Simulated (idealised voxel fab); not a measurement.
Documented hereafter: the process module known as voxel wiring stack.
Cross-section cut spans 240 nm and uses square cells 5 nm in size.
If you're reading a cross-section in this doc, picture square cells in a grid; it comes to you as bands, top ones listed first down to the bottom, and a band can be one or more rows of cells. Basically the band line says how high the top is and how high the bottom is, in nm, and then what's in it from left to right, every material with its width in nm. Empty space shows up as "empty", and if a single material carries "everywhere" it runs the full band edge to edge. Height 0 is the level under which the wafer as received is all one material. The lowest band goes on downwards, as in "top 0, no bottom". The expression "30 to 40" gives the width at the extremes of the band, the first number at its top row of cells and the second at its bottom row, with the width changing by equal amounts from each row to the next in between. "remained unchanged" (step): cross-section cells unchanged, all of them. In the "Trapped voids" entry, you get each enclosed empty space of 8 cells or more, one with no open way to the top, written width x height at distance, distance from the left edge, in nm. Where a step's line continues beyond its settings, the continuation is a remark by the simulator itself on that step. The "overlay nm" setting may appear on a step's line; for a step that uses a mask, it gives how far to the right of its planned position the mask lay, and a negative value indicates the left.

## Steps in the process plan
1. RECEIVE,material Si
2. CONFORMAL_DEP,material SiO2,thk nm 15
3. DIRECTIONAL_DEP,material TiN,thk nm 5
4. DIRECTIONAL_DEP,material Ru,thk nm 20
5. MASKED_ETCH,tone cover,mask id METAL_1,width nm 25,pitch nm 40,etch materials Ru,depth nm 20,overlay nm 0
6. MASKED_ETCH,tone cover,mask id METAL_1,width nm 25,pitch nm 40,etch materials TiN,depth nm 5,overlay nm 0
7. FILL_DEP,material SiO2,thk nm 5
8. CMP,height nm 40
9. CONFORMAL_DEP,material SiCN,thk nm 5
10. DIRECTIONAL_DEP,material lowk,thk nm 15
11. MASKED_ETCH,tone open,mask id PLUG_1,width nm 15,pitch nm 40,etch materials lowk,depth nm 15,overlay nm 0
12. MASKED_ETCH,tone open,mask id PLUG_1,width nm 15,pitch nm 40,etch materials SiCN,depth nm 5,overlay nm 0
13. EPI,material Ru,thk nm 10
14. EPI,material Ru,thk nm 10
15. CONFORMAL_DEP,material SiN,thk nm 5
16. DIRECTIONAL_DEP,material SiO2,thk nm 15
17. DIRECTIONAL_DEP,material aC,thk nm 15
18. PATTERN,tone open,mask id METAL_2,material resist,width nm 25,pitch nm 40,thk nm 30,overlay nm 0
19. DIRECTIONAL_ETCH,etch materials aC,depth nm 15
20. STRIP,etch materials resist
21. DIRECTIONAL_ETCH,etch materials SiO2,depth nm 15
22. DIRECTIONAL_ETCH,etch materials SiN,depth nm 5
23. STRIP,etch materials aC
24. CONFORMAL_DEP,material TiN,thk nm 5
25. FILL_DEP,material Cu,thk nm 5
26. CMP,height nm 80
27. CONFORMAL_DEP,material SiCN,thk nm 5
28. DIRECTIONAL_DEP,material SiO2,thk nm 25
29. MASKED_ETCH,tone open,mask id METAL_3_HOLES,width nm 15,etch materials SiO2,depth nm 25,overlay nm 0
30. DIRECTIONAL_DEP,material aC,thk nm 15
31. PATTERN,tone open,mask id METAL_3,material resist,width nm 25,pitch nm 40,thk nm 30,overlay nm 0
32. DIRECTIONAL_ETCH,etch materials aC,depth nm 15
33. STRIP,etch materials resist
34. DIRECTIONAL_ETCH,etch materials SiO2,depth nm 15
35. DIRECTIONAL_ETCH,etch materials SiCN,depth nm 5
36. STRIP,etch materials aC
37. CONFORMAL_DEP,material TiN,thk nm 5
38. FILL_DEP,material Ru,thk nm 10
39. CMP,height nm 110
40. CONFORMAL_DEP,material SiCN,thk nm 5
41. DIRECTIONAL_DEP,material SiO2,thk nm 30
42. PATTERN,tone open,mask id METAL_4,material resist,width nm 25,pitch nm 40,thk nm 20,overlay nm 0
43. DIRECTIONAL_ETCH,etch materials SiO2,depth nm 20
44. STRIP,etch materials resist
45. MASKED_ETCH,tone open,mask id METAL_4_HOLES,width nm 15,pitch nm 40,etch materials SiO2,depth nm 10,overlay nm 0
46. MASKED_ETCH,tone open,mask id METAL_4_HOLES,width nm 15,pitch nm 40,etch materials SiCN,depth nm 5,overlay nm 0
47. CONFORMAL_DEP,material TiN,thk nm 5
48. FILL_DEP,material Cu,thk nm 5
49. CMP,height nm 145
50. CONFORMAL_DEP,material SiN,thk nm 5

## Here's what the wafer looked like in cross-section when it arrived - that's after step 1
	top 0, no bottom: Si everywhere
	Trapped voids: none

## Cross-section: first of two wafers, module finished, run according to plan
	top 150, bottom 145: SiN everywhere
	top 145, bottom 130: SiO2: 85; TiN: 5; Cu: 15; TiN: 5; SiO2: 15; TiN: 5; Cu: 15; TiN: 5; SiO2: 90
	top 130, bottom 125: SiO2: 85; TiN: 5; Cu: 5; TiN: 15; SiO2: 15; TiN: 5; Cu: 5; TiN: 15; SiO2: 90
	top 125, bottom 115: SiO2: 85; TiN: 5; Cu: 5; TiN: 5; SiO2: 25; TiN: 5; Cu: 5; TiN: 5; SiO2: 100
	top 115, bottom 110: SiCN: 85; TiN: 15; SiCN: 25; TiN: 15; SiCN: 100
	top 110, bottom 100: SiO2: 85; TiN: 5; Ru: 15; TiN: 5; SiO2: 15; TiN: 5; Ru: 15; TiN: 5; SiO2: 90
	top 100, bottom 95: SiO2: 85; TiN: 5; Ru: 5; TiN: 15; SiO2: 15; TiN: 25; SiO2: 90
	top 95, bottom 85: SiO2: 85; TiN: 5; Ru: 5; TiN: 5; SiO2: 140
	top 85, bottom 80: SiCN: 85; TiN: 15; SiCN: 140
	top 80, bottom 65: SiO2: 85; TiN: 5; Cu: 15; TiN: 5; SiO2: 15; TiN: 5; Cu: 15; TiN: 5; SiO2: 90
	top 65, bottom 60: SiN: 85; TiN: 25; SiN: 15; TiN: 25; SiN: 90
	top 60, bottom 45: lowk: 85; Ru: 15; lowk: 25; Ru: 15; lowk: 100
	top 45, bottom 40: SiCN: 85; Ru: 15; SiCN: 25; Ru: 15; SiCN: 100
	top 40, bottom 20: SiO2: 85; Ru: 25; SiO2: 15; Ru: 25; SiO2: 90
	top 20, bottom 15: SiO2: 85; TiN: 25; SiO2: 15; TiN: 25; SiO2: 90
	top 15, bottom 0: SiO2 everywhere
	top 0, no bottom: Si everywhere
	Trapped voids: none

## Wafer two, sectioned after the module: the first wafer's start, the first wafer's plan, and one mistake in how it was run
	top 150, bottom 145: SiN everywhere
	top 145, bottom 130: SiO2: 85; TiN: 5; Cu: 15; TiN: 5; SiO2: 15; TiN: 5; Cu: 15; TiN: 5; SiO2: 90
	top 130, bottom 125: SiO2: 85; TiN: 5; Cu: 5; TiN: 15; SiO2: 15; TiN: 5; Cu: 5; TiN: 15; SiO2: 90
	top 125, bottom 115: SiO2: 85; TiN: 5; Cu: 5; TiN: 5; SiO2: 25; TiN: 5; Cu: 5; TiN: 5; SiO2: 100
	top 115, bottom 110: SiCN: 85; TiN: 15; SiCN: 25; TiN: 15; SiCN: 100
	top 110, bottom 100: SiO2: 85; TiN: 5; Ru: 15; TiN: 5; SiO2: 15; TiN: 5; Ru: 15; TiN: 5; SiO2: 90
	top 100, bottom 95: SiO2: 85; TiN: 5; Ru: 5; TiN: 15; SiO2: 15; TiN: 25; SiO2: 90
	top 95, bottom 85: SiO2: 85; TiN: 5; Ru: 5; TiN: 5; SiO2: 140
	top 85, bottom 80: SiCN: 85; TiN: 15; SiCN: 140
	top 80, bottom 65: SiO2: 85; TiN: 5; Cu: 15; TiN: 5; SiO2: 15; TiN: 5; Cu: 15; TiN: 5; SiO2: 90
	top 65, bottom 60: SiN: 85; TiN: 25; SiN: 15; TiN: 25; SiN: 90
	top 60, bottom 45: lowk: 80; Ru: 25; lowk: 15; Ru: 25; lowk: 95
	top 45, bottom 40: SiCN: 85; Ru: 15; SiCN: 25; Ru: 15; SiCN: 100
	top 40, bottom 20: SiO2: 85; Ru: 25; SiO2: 15; Ru: 25; SiO2: 90
	top 20, bottom 15: SiO2: 85; TiN: 25; SiO2: 15; TiN: 25; SiO2: 90
	top 15, bottom 0: SiO2 everywhere
	top 0, no bottom: Si everywhere
	Trapped voids: none
Finding, execution versus plan: contrary to plan, step 11 was performed as MASKED_ETCH,tone open,mask id PLUG_1,width nm 25,pitch nm 40,etch materials lowk,depth nm 15,overlay nm 0
End of process, cell counts, second wafer against first, materials with more or fewer: Ru +12; lowk -12
